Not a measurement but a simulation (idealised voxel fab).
A process module follows: voxel self aligned contacts.
Cross-section cut: width 180 nm, square cells of 5 nm.
Reading order for cross-sections: top band down to bottom band. Underlying form: a grid of square cells. Band size: one or more rows of cells.
Read a band's entry like this: the first values are the height of its top and the height of its bottom in nm, and what follows is the sequence of materials from left to right, each with its width in nm. Note that "air" is empty space, and that a single material marked "full width" reaches across the band from edge to edge.
All heights in this document are referenced to 0, defined as the level beneath which the wafer, as received, consists entirely of one material. The lowest band is not bounded below; it extends indefinitely downward and is written in the form "0 down".
Think of "30 to 40" as a width that walks from the first number to the second as you go down the band, top row to bottom row, taking equal-sized steps from row to row.
Take "no alteration" at face value: in the step it is given for, the cross-section changed in none of its cells.
Under "Internal closed voids" you'll find the enclosed gaps, the ones with no way out to the top, that are 8 cells or bigger; each reads width x height at distance, with distance counted from the left edge, everything in nm.
Past the settings on a step's line: simulator remark, on that step.
overlay nm: on a step with a mask, how far right of its planned place the mask lay; negative means left.

Process steps (planned)
1 RECEIVE | material Si
2 CONFORMAL_DEP | material SiO2 | thk nm 5
3 DIRECTIONAL_DEP | material polySi | thk nm 25
4 DIRECTIONAL_DEP | material SiN | thk nm 20
5 PATTERN | tone cover | mask id GATE | material resist | width nm 35 | pitch nm 70 | thk nm 15 | overlay nm 0
6 DIRECTIONAL_ETCH | etch materials SiN | depth nm 20
7 DIRECTIONAL_ETCH | etch materials polySi | depth nm 25
8 STRIP | etch materials resist
9 CONFORMAL_DEP | material SiN | thk nm 5
10 DIRECTIONAL_ETCH | etch materials SiN | depth nm 5
11 FILL_DEP | material SiO2 | thk nm 15
12 CMP | height nm 60
13 MASKED_ETCH | tone open | mask id CONTACT | width nm 55 | etch materials SiO2 | depth nm 60 | overlay nm 0
14 CONFORMAL_DEP | material TiN | thk nm 5
15 FILL_DEP | material W | thk nm 5
16 CMP | height nm 60
17 CONFORMAL_DEP | material SiN | thk nm 5

Received-state cross-section, reflecting completion of step 1
    0 down: Si full width
    Internal closed voids: none

Look at the cross-section after the module: the wafer started out the way shown above and the plan was the one shown above, yet one mistake was made along the way
    65 to 60: SiN full width
    60 to 50: SiO2: 60; TiN: 5 to 20; W: 45 to 15; TiN: 5 to 20; SiO2: 65
    50 to 30: SiO2: 30; SiN: 45; TiN: 5; W: 15; TiN: 5; SiN: 45; SiO2: 35
    30 to 25: SiO2: 75; TiN: 25; SiO2: 80
    25 to 0: polySi full width
    0 down: Si full width
    Internal closed voids: none
Run error: the processing plan was not followed for steps 2 and 3, which were run with their positions exchanged
